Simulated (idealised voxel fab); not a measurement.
Process module name: voxel capacitor over wiring
Square cells of 5 nm make up the cross-section cut, whose width is 230 nm.
If you're reading a cross-section in this doc, picture square cells in a grid; it comes to you as bands, top ones listed first down to the bottom, and a band can be one or more rows of cells.
First you get the band's top height and its bottom height, in nm, and then the materials it's made of, left to right, with each width in nm. If you see a single material with "edge to edge", that one covers the band edge to edge. "blank" is empty space.
Heights are measured from 0, the level below which the as-received wafer is all one material; the lowest band has no bottom and continues downward, written as in "0..down".
When a width is written as two numbers, as in "30 to 40", the first number is the width in the top row of cells of the band and the second is the width in its bottom row, and the width changes by the same amount from each row to the next.
The cross-section has no changed cell in any step marked "nothing changed".
Empty spaces without an open route to the top, at least 8 cells in extent, make up the entry "Completely sealed voids"; each is given as width x height at distance, where the distance is measured from the left edge, and all are in nm.
Anything after a step's settings on that line? It's the simulator's own note about the step.
Among the settings permitted on a step's line is "overlay nm"; applied to a step with a mask, it specifies the extent to which the mask lay to the right of its planned position, whereas a negative figure signifies a position to the left.

### plan
1. op RECEIVE | material Si
2. op CONFORMAL_DEP | material SiO2 | thk nm 15
3. op CONFORMAL_DEP | material SiN | thk nm 5
4. op DIRECTIONAL_DEP | material SiO2 | thk nm 15
5. op MASKED_ETCH | tone open | mask id METAL_1 | width nm 20 | pitch nm 90 | etch materials SiO2 | depth nm 15 | overlay nm 0
6. op MASKED_ETCH | tone open | mask id METAL_1 | width nm 20 | pitch nm 90 | etch materials SiN | depth nm 5 | overlay nm 0
7. op CONFORMAL_DEP | material TiN | thk nm 5
8. op FILL_DEP | material Cu | thk nm 5
9. op CMP | height nm 35
10. op CONFORMAL_DEP | material SiCN | thk nm 5
11. op DIRECTIONAL_DEP | material SiO2 | thk nm 15
12. op MASKED_ETCH | tone open | mask id PLUG_1 | width nm 15 | etch materials SiO2 | depth nm 15 | overlay nm 0
13. op MASKED_ETCH | tone open | mask id PLUG_1 | width nm 15 | etch materials SiCN | depth nm 5 | overlay nm 0
14. op CONFORMAL_DEP | material TiN | thk nm 5
15. op FILL_DEP | material Ru | thk nm 5
16. op CMP | height nm 55
17. op DIRECTIONAL_DEP | material TiN | thk nm 10
18. op DIRECTIONAL_DEP | material HfO2 | thk nm 5
19. op DIRECTIONAL_DEP | material TiN | thk nm 10
20. op MASKED_ETCH | tone cover | mask id UPPER_PLATE | width nm 75 | etch materials TiN | depth nm 10 | overlay nm 0
21. op MASKED_ETCH | tone cover | mask id UPPER_PLATE | width nm 75 | etch materials HfO2 | depth nm 5 | overlay nm 0
22. op MASKED_ETCH | tone cover | mask id LOWER_PLATE | width nm 85 | etch materials TiN | depth nm 10 | overlay nm 0
23. op FILL_DEP | material SiO2 | thk nm 20
24. op CMP | height nm 95
25. op PATTERN | tone open | mask id PLUG_2 | material resist | width nm 15 | thk nm 15 | overlay nm 0
26. op DIRECTIONAL_ETCH | etch materials SiO2 | depth nm 15
27. op STRIP | etch materials resist
28. op CONFORMAL_DEP | material TiN | thk nm 5
29. op FILL_DEP | material W | thk nm 5
30. op CMP | height nm 95
31. op CONFORMAL_DEP | material SiN | thk nm 5

### Incoming wafer, cross-sectional view, post step 1
0..down = Si edge to edge
Completely sealed voids: none

### Wafer cross-section at module end: first of two, run to plan
100..95 = SiN edge to edge
95..85 = SiO2=75 / TiN=5 / W=5 / TiN=5 / SiO2=140
85..80 = SiO2=75 / TiN=15 / SiO2=140
80..70 = SiO2=65 / TiN=75 / SiO2=90
70..65 = SiO2=65 / HfO2=75 / SiO2=90
65..55 = SiO2=60 / TiN=85 / SiO2=85
55..40 = SiO2=65 / TiN=5 / Ru=5 / TiN=5 / SiO2=150
40..35 = SiCN=65 / TiN=15 / SiCN=150
35..20 = SiO2=60 / TiN=5 / Cu=10 / TiN=5 / SiO2=70 / TiN=5 / Cu=10 / TiN=5 / SiO2=60
20..15 = SiN=60 / TiN=20 / SiN=70 / TiN=20 / SiN=60
15..0 = SiO2 edge to edge
0..down = Si edge to edge
Completely sealed voids: none

### End of module, second wafer, cross-section. Started like the first, planned like the first, run with one mistake
100..95 = SiN edge to edge
95..85 = SiO2=75 / TiN=5 / W=5 / TiN=5 / SiO2=140
85..80 = SiO2=75 / TiN=15 / SiO2=140
80..70 = SiO2=65 / TiN=75 / SiO2=90
70..65 = SiO2=65 / HfO2=75 / SiO2=90
65..55 = SiO2=60 / TiN=85 / SiO2=85
55..40 = SiO2=65 / TiN=5 / Ru=5 / TiN=5 / SiO2=150
40..35 = SiCN=65 / TiN=15 / SiCN=150
35..30 = SiO2=60 / TiN=5 / Cu=10 / TiN=5 / SiO2=70 / TiN=5 / Cu=10 / TiN=5 / SiO2=60
30..25 = SiN=60 / TiN=20 / SiN=70 / TiN=20 / SiN=60
25..0 = SiO2 edge to edge
0..down = Si edge to edge
Completely sealed voids: none
Against the plan, the run slipped here: so step 2 ended up running with a different setting than we planned, it ran as op CONFORMAL_DEP | material SiO2 | thk nm 25
Cell-count delta at end, second wafer over first, by material: Cu -8 | SiO2 +16 | TiN -8
